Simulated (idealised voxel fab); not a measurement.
Name of the process module below: voxel double patterning
The width of the displayed cross-section, cut, is 280 nm; its cells are square, with a size of 5 nm.
A cross-section is a grid of square cells, given in bands from the top down. A band is one or more rows of cells.
Read a band's entry like this: the first values are the height of its top and the height of its bottom in nm, and what follows is the sequence of materials from left to right, each with its width in nm. Note that "blank" is empty space, and that a single material marked "all across" reaches across the band from edge to edge.
Heights from 0 (as-received wafer is one material below). Bottom band endless downward, as "0 nm and below".
Per-row width for "30..40": begins at first number (top row of band), ends at second number (bottom row), increment between rows held constant.
The cross-section has no changed cell in any step marked "remained the same".
The label "Trapped cavities" introduces a list of the empty spaces, 8 cells or larger, that have no open way up to the top; each entry in it reads width x height at distance, where the distance is taken from the left edge and all three are stated in nm.
Read whatever lies past the settings on a step's line as the simulator's own remark about the step.
Among the settings permitted on a step's line is "overlay nm"; applied to a step with a mask, it specifies the extent to which the mask lay to the right of its planned position, whereas a negative figure signifies a position to the left.

The following list gives the planned process steps
1. RECEIVE (material Si)
2. CONFORMAL_DEP (material SiO2; thk nm 5)
3. DIRECTIONAL_DEP (material TiN; thk nm 20)
4. DIRECTIONAL_DEP (material SiCN; thk nm 5)
5. PATTERN (tone open; mask id FIRST; material resist; width nm 15; pitch nm 50; thk nm 15; overlay nm 0)
6. DIRECTIONAL_ETCH (etch materials SiCN; depth nm 5)
7. STRIP (etch materials resist)
8. PATTERN (tone open; mask id SECOND; material resist; width nm 15; thk nm 15; overlay nm 0)
9. DIRECTIONAL_ETCH (etch materials SiCN; depth nm 5)
10. STRIP (etch materials resist)
11. DIRECTIONAL_ETCH (etch materials TiN; depth nm 20)
12. STRIP (etch materials SiCN)

The first of two wafers, run as planned

as received, after step 1
	0 nm and below: Si all across
	Trapped cavities: none

The following cross-section depicts the wafer upon completion of step 2
	5 nm to 0 nm: SiO2 all across
	Lower than 0, everything is as it was.

The following cross-section depicts the wafer upon completion of step 3
	25 nm to 5 nm: TiN all across
	Lower than 5, everything is as it was.

The following cross-section depicts the wafer upon completion of step 4
	30 nm to 25 nm: SiCN all across
	Lower than 25, everything is as it was.

The following cross-section depicts the wafer upon completion of step 5
	45 nm to 30 nm: 105 of resist, then 15 of blank, then 35 of resist, then 15 of blank, then 110 of resist
	Lower than 30, everything is as it was.

The following cross-section depicts the wafer upon completion of step 6
	45 nm to 30 nm: 105 of resist, then 15 of blank, then 35 of resist, then 15 of blank, then 110 of resist
	30 nm to 25 nm: 105 of SiCN, then 15 of blank, then 35 of SiCN, then 15 of blank, then 110 of SiCN
	Lower than 25, everything is as it was.

The following cross-section depicts the wafer upon completion of step 7
	30 nm to 25 nm: 105 of SiCN, then 15 of blank, then 35 of SiCN, then 15 of blank, then 110 of SiCN
	Lower than 25, everything is as it was.

The following cross-section depicts the wafer upon completion of step 8
	45 nm to 30 nm: 130 of resist, then 15 of blank, then 135 of resist
	30 nm to 25 nm: 105 of SiCN, then 15 of resist, then 35 of SiCN, then 15 of resist, then 110 of SiCN
	Lower than 25, everything is as it was.

The following cross-section depicts the wafer upon completion of step 9
	45 nm to 30 nm: 130 of resist, then 15 of blank, then 135 of resist
	30 nm to 25 nm: 105 of SiCN, then 15 of resist, then 10 of SiCN, then 15 of blank, then 10 of SiCN, then 15 of resist, then 110 of SiCN
	Lower than 25, everything is as it was.

The following cross-section depicts the wafer upon completion of step 10
	30 nm to 25 nm: 105 of SiCN, then 15 of blank, then 10 of SiCN, then 15 of blank, then 10 of SiCN, then 15 of blank, then 110 of SiCN
	Lower than 25, everything is as it was.

The following cross-section depicts the wafer upon completion of step 11
	30 nm to 25 nm: 105 of SiCN, then 15 of blank, then 10 of SiCN, then 15 of blank, then 10 of SiCN, then 15 of blank, then 110 of SiCN
	25 nm to 5 nm: 105 of TiN, then 15 of blank, then 10 of TiN, then 15 of blank, then 10 of TiN, then 15 of blank, then 110 of TiN
	Lower than 5, everything is as it was.

The following cross-section depicts the wafer upon completion of step 12
	25 nm to 5 nm: 105 of TiN, then 15 of blank, then 10 of TiN, then 15 of blank, then 10 of TiN, then 15 of blank, then 110 of TiN
	Lower than 5, everything is as it was.

Second wafer. Start and plan as for the first. One mistake made in running. Agrees with the first up to and including step 7

Look at the second wafer in cross-section at the time step 8 ought to have finished
	45 nm to 30 nm: 125 of resist, then 25 of blank, then 130 of resist
	30 nm to 25 nm: 105 of SiCN, then 15 of resist, then 35 of SiCN, then 15 of resist, then 110 of SiCN
	Lower than 25, everything is as it was.

Look at the second wafer in cross-section at the time step 9 ought to have finished
	45 nm to 30 nm: 125 of resist, then 25 of blank, then 130 of resist
	30 nm to 25 nm: 105 of SiCN, then 15 of resist, then 5 of SiCN, then 25 of blank, then 5 of SiCN, then 15 of resist, then 110 of SiCN
	Lower than 25, everything is as it was.

Look at the second wafer in cross-section at the time step 10 ought to have finished
	30 nm to 25 nm: 105 of SiCN, then 15 of blank, then 5 of SiCN, then 25 of blank, then 5 of SiCN, then 15 of blank, then 110 of SiCN
	Lower than 25, everything is as it was.

Look at the second wafer in cross-section at the time step 11 ought to have finished
	30 nm to 25 nm: 105 of SiCN, then 15 of blank, then 5 of SiCN, then 25 of blank, then 5 of SiCN, then 15 of blank, then 110 of SiCN
	25 nm to 5 nm: 105 of TiN, then 15 of blank, then 5 of TiN, then 25 of blank, then 5 of TiN, then 15 of blank, then 110 of TiN
	Lower than 5, everything is as it was.

Look at the second wafer in cross-section at the time step 12 ought to have finished
	25 nm to 5 nm: 105 of TiN, then 15 of blank, then 5 of TiN, then 25 of blank, then 5 of TiN, then 15 of blank, then 110 of TiN
	Lower than 5, everything is as it was.
The mistake made against the process plan was this: step 8 off recipe, ran as PATTERN (tone open; mask id SECOND; material resist; width nm 25; thk nm 15; overlay nm 0)
Final difference in cells, second wafer against first, listed per material as more or fewer: -8 TiN
